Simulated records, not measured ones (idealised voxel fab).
Herein follows the process module entitled voxel self aligned contacts.
cross-section cut | 300 nm wide | cells 5 nm
A cross-section is a grid of square cells, given in bands from the top down. A band is one or more rows of cells. Read a band's entry like this: the first values are the height of its top and the height of its bottom in nm, and what follows is the sequence of materials from left to right, each with its width in nm. Note that "empty" is empty space, and that a single material marked "full width" reaches across the band from edge to edge. Height 0 is the level under which the wafer as received is all one material. The lowest band goes on downwards, as in "0..down". Per-row width for "30..40": begins at first number (top row of band), ends at second number (bottom row), increment between rows held constant. Where the words "remains unaltered" appear for a step, the cross-section shows no cell changed by that step; every cell remained as before. "Entrapped voids" means: voids of 8 cells or more that are shut off from the top with no open way through. Written width x height at distance, distance from the left edge, in nm. Note: text after step settings on the step line = simulator remark on that step. Among the settings permitted on a step's line is "overlay nm"; applied to a step with a mask, it specifies the extent to which the mask lay to the right of its planned position, whereas a negative figure signifies a position to the left.

STEPS PLANNED FOR THE PROCESS
1,RECEIVE (material Si)
2,OXIDIZE (depth nm 5)
3,DIRECTIONAL_DEP (material polySi; thk nm 30)
4,DIRECTIONAL_DEP (material SiN; thk nm 20)
5,PATTERN (tone cover; mask id GATE; material resist; width nm 25; pitch nm 60; thk nm 20; overlay nm 0)
6,DIRECTIONAL_ETCH (etch materials SiN; depth nm 20)
7,DIRECTIONAL_ETCH (etch materials polySi; depth nm 30)
8,STRIP (etch materials resist)
9,CONFORMAL_DEP (material SiN; thk nm 10)
10,DIRECTIONAL_ETCH (etch materials SiN; depth nm 10)
11,FILL_DEP (material SiO2; thk nm 15)
12,CMP (height nm 55)
13,DIRECTIONAL_DEP (material aC; thk nm 15)
14,PATTERN (tone open; mask id CONTACT; material resist; width nm 45; pitch nm 60; thk nm 30; overlay nm 0)
15,DIRECTIONAL_ETCH (etch materials aC; depth nm 15)
16,STRIP (etch materials resist)
17,DIRECTIONAL_ETCH (etch materials SiO2; depth nm 60)
18,STRIP (etch materials aC)
19,CONFORMAL_DEP (material TiN; thk nm 5)
20,FILL_DEP (material W; thk nm 5)
21,CMP (height nm 55)
22,CONFORMAL_DEP (material SiCN; thk nm 5)

INCOMING WAFER IN CROSS-SECTION (STATE: AFTER STEP 1)
0..down: Si full width
Entrapped voids: none

HERE'S THE CROSS-SECTION OF THE FIRST OF OUR TWO WAFERS AT THE END OF THE MODULE - IT RAN AS PLANNED
60..55: SiCN full width
55..50: SiO2: 95, then TiN: 20, then W: 5, then TiN: 20, then SiO2: 15, then TiN: 20, then W: 5, then TiN: 20, then SiO2: 100
50..30: SiO2: 65, then SiN: 45, then TiN: 5, then W: 5, then TiN: 5, then SiN: 45, then TiN: 5, then W: 5, then TiN: 5, then SiN: 45, then SiO2: 70
30..0: SiO2: 65, then SiN: 10, then polySi: 25, then SiN: 10, then TiN: 5, then W: 5, then TiN: 5, then SiN: 10, then polySi: 25, then SiN: 10, then TiN: 5, then W: 5, then TiN: 5, then SiN: 10, then polySi: 25, then SiN: 10, then SiO2: 70
0..-5: SiO2: 110, then TiN: 15, then SiO2: 45, then TiN: 15, then SiO2: 115
-5..down: Si full width
Entrapped voids: none

THE SECOND WAFER, SHOWN IN CROSS-SECTION AFTER THE MODULE: STARTED THE SAME WAY AS THE FIRST AND GIVEN THE SAME PLAN, YET ONE MISTAKE CREPT INTO HOW IT WAS RUN
60..55: SiCN full width
55..45: SiO2: 95, then TiN: 5..20, then W: 35..5, then TiN: 5..20, then SiO2: 15, then TiN: 5..20, then W: 35..5, then TiN: 5..20, then SiO2: 100
45..25: SiO2: 65, then SiN: 45, then TiN: 5, then W: 5, then TiN: 5, then SiN: 45, then TiN: 5, then W: 5, then TiN: 5, then SiN: 45, then SiO2: 70
25..0: SiO2: 65, then SiN: 10, then polySi: 25, then SiN: 10, then TiN: 5, then W: 5, then TiN: 5, then SiN: 10, then polySi: 25, then SiN: 10, then TiN: 5, then W: 5, then TiN: 5, then SiN: 10, then polySi: 25, then SiN: 10, then SiO2: 70
0..-5: SiO2: 110, then TiN: 15, then SiO2: 45, then TiN: 15, then SiO2: 115
-5..down: Si full width
Entrapped voids: none
Run error: not per plan at step 3, really ran DIRECTIONAL_DEP (material polySi; thk nm 25)
The second wafer ends with more or fewer cells of some materials than the first, per final count: -12 SiN | +15 SiO2 | +12 W | -15 polySi
